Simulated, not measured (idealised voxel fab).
The following is a process module called voxel self aligned vias.
FYI the section here is cut, 170 nm wide, cells are 5 nm squares.
How to read a cross-section here: the picture is a grid of square cells, written as bands going from the top down, and any band can span one or more rows of cells.
A band entry consists of two parts. The first gives the height of the band's top and the height of its bottom, in nm. The rest lists the band's materials from left to right, each with its width in nm. A single material labelled with the word "full width" fills the band from edge to edge, and the word "empty" marks empty space.
Height datum 0, below which the as-received substrate wafer is one material. Lowest band open at the bottom, running downward: "z 0 and below".
A width given as "30..40" starts at the first number in the band's top row and ends at the second number in its bottom row, shifting by an equal amount at every step from row to row.
The designation "nothing got changed", where it is given for a processing step, indicates that no cell of the cross-section was altered in the course of that step.
Voids not open to the top, 8 cells minimum: see "Closed empty spaces". Written width x height at distance; distance is from the left edge; nm.
Anything after a step's settings on that line? It's the simulator's own note about the step.
If you see "overlay nm" on a step's line and that step has a mask, it's telling you how far right of where it was planned the mask ended up; a negative number means it went left instead.
[Set out below are the planned steps of the process]
1 RECEIVE,material Si
2 CONFORMAL_DEP,material SiO2,thk nm 15
3 CONFORMAL_DEP,material SiCN,thk nm 5
4 DIRECTIONAL_DEP,material lowk,thk nm 20
5 PATTERN,tone open,mask id LINES,material resist,width nm 20,pitch nm 50,thk nm 20,overlay nm 0
6 DIRECTIONAL_ETCH,etch materials lowk,depth nm 20
7 STRIP,etch materials resist
8 CONFORMAL_DEP,material TiN,thk nm 5
9 FILL_DEP,material Ru,thk nm 5
10 CMP,height nm 40
11 SELECTIVE_ETCH,etch materials W Ru TiN,depth nm 5
12 FILL_DEP,material SiN,thk nm 10
13 CMP,height nm 40
14 DIRECTIONAL_DEP,material lowk,thk nm 15
15 MASKED_ETCH,tone open,mask id VIAS,width nm 30,etch materials lowk,depth nm 15,overlay nm 0
16 MASKED_ETCH,tone open,mask id VIAS,width nm 30,etch materials SiN,depth nm 5,overlay nm 0
17 CONFORMAL_DEP,material TiN,thk nm 5
18 FILL_DEP,material Ru,thk nm 10
19 CMP,height nm 55
20 CONFORMAL_DEP,material SiN,thk nm 5
[Cross-section of the wafer upon arrival, representing the state reached after step 1]
* z 0 and below  Si full width
* Closed empty spaces: none
[first wafer at the end, as planned]
* z 60 to 55  SiN full width
* z 55 to 45  lowk 45; TiN 5; Ru 20; TiN 5; lowk 95
* z 45 to 40  lowk 45; TiN 10; Ru 10; TiN 10; lowk 95
* z 40 to 35  lowk 50; TiN 20; lowk 30; SiN 20; lowk 50
* z 35 to 25  lowk 50; TiN 5; Ru 10; TiN 5; lowk 30; TiN 5; Ru 10; TiN 5; lowk 50
* z 25 to 20  lowk 50; TiN 20; lowk 30; TiN 20; lowk 50
* z 20 to 15  SiCN full width
* z 15 to 0  SiO2 full width
* z 0 and below  Si full width
* Closed empty spaces: none
[This cross-section belongs to the second wafer of two at the end of the module; the start and the plan were shared with the first, and the run included one mistake]
* z 70 to 55  SiN full width
* z 55 to 45  lowk 45; TiN 5; Ru 20; TiN 5; lowk 95
* z 45 to 40  lowk 45; TiN 10; Ru 10; TiN 10; lowk 95
* z 40 to 35  lowk 50; TiN 20; lowk 30; SiN 20; lowk 50
* z 35 to 25  lowk 50; TiN 5; Ru 10; TiN 5; lowk 30; TiN 5; Ru 10; TiN 5; lowk 50
* z 25 to 20  lowk 50; TiN 20; lowk 30; TiN 20; lowk 50
* z 20 to 15  SiCN full width
* z 15 to 0  SiO2 full width
* z 0 and below  Si full width
* Closed empty spaces: none
Nonconformance to the process plan: step 20 ran with different settings than intended, the actual operation and settings being CONFORMAL_DEP,material SiN,thk nm 15
The closing comparison, in cells, has the second wafer with more or fewer of some materials than the first: +68 SiN
